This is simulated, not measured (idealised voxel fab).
The name of this process module is voxel fin reveal.
Square cells of 5 nm make up the cross-section cut, whose width is 210 nm.
How to read a cross-section here: the picture is a grid of square cells, written as bands going from the top down, and any band can span one or more rows of cells. Band entry format. Leading values: height of top, height of bottom, nm. Remainder: materials in left-to-right order, each with its width in nm. Special words: "everywhere" on a single material, which then fills the band edge to edge; "empty", empty space. Height 0 is the level under which the wafer as received is all one material. The lowest band goes on downwards, as in "0 -> down". Per-row width for "30..40": begins at first number (top row of band), ends at second number (bottom row), increment between rows held constant. Take "stayed the same" at face value: in the step it is given for, the cross-section changed in none of its cells. Tabulated closed voids: empty space of 8 cells or more with no open way to the top, each as width x height at its distance from the left edge, in nm. It should be noted that, on the line of a given step, the content following the step's settings is a remark produced by the simulator itself with respect to that step. On any step carrying a mask, the "overlay nm" setting, if present on the step's line, tells how far right of its planned place the mask lay; negative values point to the left.
# The planned process steps are enumerated hereunder
1,RECEIVE,material Si
2,CONFORMAL_DEP,material SiN,thk nm 10
3,MASKED_ETCH,tone cover,mask id FINS,width nm 15,pitch nm 40,etch materials SiN,depth nm 10,overlay nm 0
4,MASKED_ETCH,tone cover,mask id FINS,width nm 15,pitch nm 40,etch materials Si,depth nm 40,overlay nm 0
5,FILL_DEP,material SiO2,thk nm 10
6,CMP,height nm 10
7,SELECTIVE_ETCH,etch materials SiO2,depth nm 35
8,STRIP,etch materials SiN
# Received-state cross-section, reflecting completion of step 1
	0 -> down  Si everywhere
	Tabulated closed voids: none
# Post-module cross-section: identical start and plan to those above, one misstep in execution
	10 -> 0  empty 75 / SiN 15 / empty 25 / SiN 15 / empty 80
	0 -> -25  empty 75 / Si 15 / empty 25 / Si 15 / empty 80
	-25 -> -40  SiO2 75 / Si 15 / SiO2 25 / Si 15 / SiO2 80
	-40 -> down  Si everywhere
	Tabulated closed voids: none
Diagnosis: step 8 from the plan never happened, it was just skipped
